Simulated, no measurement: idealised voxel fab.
Documented hereafter: the process module known as voxel trench capacitor.
260 nm wide, 5 nm square cells: that's cross-section cut.
When this document writes out a cross-section, it uses a grid of square cells and lists it as bands, beginning at the top and moving down, with a band standing for one or more rows of cells. Top height, bottom height, nm. Materials left to right, width each, nm. Single material + "edge to edge" = fills band edge to edge. "blank" = empty. Where do heights start? At 0: under that level the wafer as delivered is made of one material only. And the lowest band has no floor; it just carries on downward, as in "0..down". Quick explanation for "30 to 40": the width changes in equal steps down the rows of cells, from the first number in the band's top row to the second number in its bottom row. Key: "remains unaltered" - step with no changed cell in the cross-section. "Cavities, sealed" - sealed voids, min. 8 cells, no opening to top; format: width x height at distance (distance from left edge; nm throughout). after a step's settings: what the simulator itself notes on the step. "overlay nm", when on a step's line for a step with a mask, measures how far to the right of its planned place the mask lay; a negative measure means to the left.
# Steps in the process plan
1) RECEIVE with material Si
2) CONFORMAL_DEP with material SiN, thk nm 5
3) DIRECTIONAL_DEP with material aC, thk nm 15
4) PATTERN with tone open, mask id TRENCH, material resist, width nm 15, pitch nm 40, thk nm 35, overlay nm 0
5) DIRECTIONAL_ETCH with etch materials aC, depth nm 15
6) STRIP with etch materials resist
7) DIRECTIONAL_ETCH with etch materials SiN, depth nm 5
8) DIRECTIONAL_ETCH with etch materials Si, depth nm 40
9) STRIP with etch materials aC
10) CONFORMAL_DEP with material Al2O3, thk nm 5
11) FILL_DEP with material polySi, thk nm 5
12) CMP with height nm 5
# As-received wafer cross-section (after step 1)
- 0..down = Si edge to edge
- Cavities, sealed: none
# This is how the wafer looks in cross-section once the module is done, given the starting state and plan above and one mistake in carrying the plan out
- 5..0 = 75 of polySi | 5 of Al2O3 | 15 of SiN | 5 of Al2O3 | 15 of polySi | 5 of Al2O3 | 15 of SiN | 5 of Al2O3 | 15 of polySi | 5 of Al2O3 | 15 of SiN | 5 of Al2O3 | 80 of polySi
- 0..-35 = 75 of polySi | 5 of Al2O3 | 15 of Si | 5 of Al2O3 | 15 of polySi | 5 of Al2O3 | 15 of Si | 5 of Al2O3 | 15 of polySi | 5 of Al2O3 | 15 of Si | 5 of Al2O3 | 80 of polySi
- -35..-40 = 80 of Al2O3 | 15 of Si | 25 of Al2O3 | 15 of Si | 25 of Al2O3 | 15 of Si | 85 of Al2O3
- -40..down = Si edge to edge
- Cavities, sealed: none
The mistake made against the process plan was this: step 4 ran differently from the plan; actual operation with settings: PATTERN with tone cover, mask id TRENCH, material resist, width nm 15, pitch nm 40, thk nm 35, overlay nm 0
